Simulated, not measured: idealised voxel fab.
process module | voxel self aligned contacts
cross-section cut | 240 nm wide | cells 5 nm
A cross-section is a grid of square cells, given in bands from the top down. A band is one or more rows of cells.
Each band's line starts with the height of the band's top and of its bottom, in nm. Then come its materials from left to right, each with its width in nm. One material with "throughout" fills the band from edge to edge. "air" is empty space.
Height 0 is the level under which the wafer as received is all one material. The lowest band goes on downwards, as in "0 down".
A width such as "30 to 40" changes by the same amount from each row of cells to the next, from the band's top row to its bottom row.
"no change" after a step means that no cell of the cross-section changed.
closed voids: empty space of 8 cells or more with no open way to the top, each as width x height at its distance from the left edge, in nm
after a step's settings: what the simulator itself notes on the step
overlay nm, on a step with a mask: how far to the right of its planned place the mask lay; to the left if negative
plan
1 op RECEIVE | material Si
2 op OXIDIZE | depth nm 5
3 op DIRECTIONAL_DEP | material polySi | thk nm 30
4 op DIRECTIONAL_DEP | material SiN | thk nm 20
5 op PATTERN | tone cover | mask id GATE | material resist | width nm 25 | pitch nm 70 | thk nm 20 | overlay nm 0
6 op DIRECTIONAL_ETCH | etch materials SiN | depth nm 20
7 op DIRECTIONAL_ETCH | etch materials polySi | depth nm 30
8 op STRIP | etch materials resist
9 op CONFORMAL_DEP | material SiN | thk nm 10
10 op DIRECTIONAL_ETCH | etch materials SiN | depth nm 10
11 op FILL_DEP | material SiO2 | thk nm 10
12 op CMP | height nm 55
13 op PATTERN | tone open | mask id CONTACT | material resist | width nm 55 | thk nm 15 | overlay nm 0
14 op DIRECTIONAL_ETCH | etch materials SiO2 | depth nm 60
15 op STRIP | etch materials resist
16 op CONFORMAL_DEP | material TiN | thk nm 5
17 op FILL_DEP | material W | thk nm 10
18 op CMP | height nm 55
19 op CONFORMAL_DEP | material SiCN | thk nm 5
as received, after step 1
  0 down: Si throughout
  closed voids: none
first wafer at the end, as planned
  60 to 55: SiCN throughout
  55 to 50: SiO2 90 | TiN 20 | W 15 | TiN 20 | SiO2 95
  50 to 30: SiO2 60 | SiN 45 | TiN 5 | W 15 | TiN 5 | SiN 45 | SiO2 65
  30 to 0: SiO2 60 | SiN 10 | polySi 25 | SiN 10 | TiN 5 | W 15 | TiN 5 | SiN 10 | polySi 25 | SiN 10 | SiO2 65
  0 to -5: SiO2 105 | TiN 25 | SiO2 110
  -5 down: Si throughout
  closed voids: none
second wafer at the end: like start, like plan, one mistake
  60 to 55: SiCN throughout
  55 to 50: SiO2 85 | TiN 25 | W 15 | TiN 25 | SiO2 90
  50 to 30: SiO2 60 | SiN 45 | TiN 5 | W 15 | TiN 5 | SiN 45 | SiO2 65
  30 to 0: SiO2 60 | SiN 10 | polySi 25 | SiN 10 | TiN 5 | W 15 | TiN 5 | SiN 10 | polySi 25 | SiN 10 | SiO2 65
  0 to -5: SiO2 105 | TiN 25 | SiO2 110
  -5 down: Si throughout
  closed voids: none
what went wrong: step 13 ran as: op PATTERN | tone open | mask id CONTACT | material resist | width nm 65 | thk nm 15 | overlay nm 0
at the end the second wafer has, in cells: 2 fewer of SiO2 | 2 more of TiN
